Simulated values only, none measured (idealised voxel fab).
process module | voxel released beams
cross-section cut | 260 nm wide | cells 5 nm
A cross-section is a grid of square cells, given in bands from the top down. A band is one or more rows of cells.
Each band's line starts with the height of the band's top and of its bottom, in nm. Then come its materials from left to right, each with its width in nm. One material with "throughout" fills the band from edge to edge. "air" is empty space.
Height 0 is the level under which the wafer as received is all one material. The lowest band goes on downwards, as in "0 down".
A width such as "30 to 40" changes by the same amount from each row of cells to the next, from the band's top row to its bottom row.
"no change" after a step means that no cell of the cross-section changed.
closed voids: empty space of 8 cells or more with no open way to the top, each as width x height at its distance from the left edge, in nm
after a step's settings: what the simulator itself notes on the step
overlay nm, on a step with a mask: how far to the right of its planned place the mask lay; to the left if negative
plan
1 op RECEIVE | material Si
2 op CONFORMAL_DEP | material Al2O3 | thk nm 5
3 op DIRECTIONAL_DEP | material SiO2 | thk nm 10
4 op PATTERN | tone open | mask id ANCHOR | material resist | width nm 25 | thk nm 20 | overlay nm 0
5 op DIRECTIONAL_ETCH | etch materials SiO2 | depth nm 10
6 op STRIP | etch materials resist
7 op CONFORMAL_DEP | material SiN | thk nm 10
8 op PATTERN | tone cover | mask id BEAM | material resist | width nm 105 | thk nm 15 | overlay nm 0
9 op DIRECTIONAL_ETCH | etch materials SiN | depth nm 10
10 op STRIP | etch materials resist
11 op STRIP | etch materials SiO2
first wafer, as planned
as received, after step 1
  0 down: Si throughout
  closed voids: none
after step 2
  5 to 0: Al2O3 throughout
  below 0: unchanged
after step 3
  15 to 5: SiO2 throughout
  below 5: unchanged
after step 4
  35 to 15: resist 80 | air 25 | resist 155
  below 15: unchanged
after step 5
  35 to 15: resist 80 | air 25 | resist 155
  15 to 5: SiO2 80 | air 25 | SiO2 155
  below 5: unchanged
after step 6
  15 to 5: SiO2 80 | air 25 | SiO2 155
  below 5: unchanged
after step 7
  25 to 15: SiN 90 | air 5 | SiN 165
  15 to 5: SiO2 80 | SiN 25 | SiO2 155
  below 5: unchanged
after step 8
  40 to 25: air 75 | resist 105 | air 80
  25 to 15: SiN 90 | resist 5 | SiN 165
  below 15: unchanged
after step 9
  40 to 25: air 75 | resist 105 | air 80
  25 to 15: air 75 | SiN 15 | resist 5 | SiN 85 | air 80
  below 15: unchanged
after step 10
  25 to 15: air 75 | SiN 15 | air 5 | SiN 85 | air 80
  below 15: unchanged
after step 11
  25 to 15: air 75 | SiN 15 | air 5 | SiN 85 | air 80
  15 to 5: air 80 | SiN 25 | air 155
  below 5: unchanged
second wafer: like start, like plan, one mistake. Through step 7 it matches the first wafer
when step 8 should have ended
  40 to 25: air 80 | resist 100 | air 80
  25 to 15: SiN 90 | resist 5 | SiN 165
  below 15: unchanged
when step 9 should have ended
  40 to 25: air 80 | resist 100 | air 80
  25 to 15: air 80 | SiN 10 | resist 5 | SiN 85 | air 80
  below 15: unchanged
when step 10 should have ended
  25 to 15: air 80 | SiN 10 | air 5 | SiN 85 | air 80
  below 15: unchanged
when step 11 should have ended
  25 to 15: air 80 | SiN 10 | air 5 | SiN 85 | air 80
  15 to 5: air 80 | SiN 25 | air 155
  below 5: unchanged
what went wrong: step 8 ran as: op PATTERN | tone cover | mask id BEAM | material resist | width nm 100 | thk nm 15 | overlay nm 0
at the end the second wafer has, in cells: 2 fewer of SiN
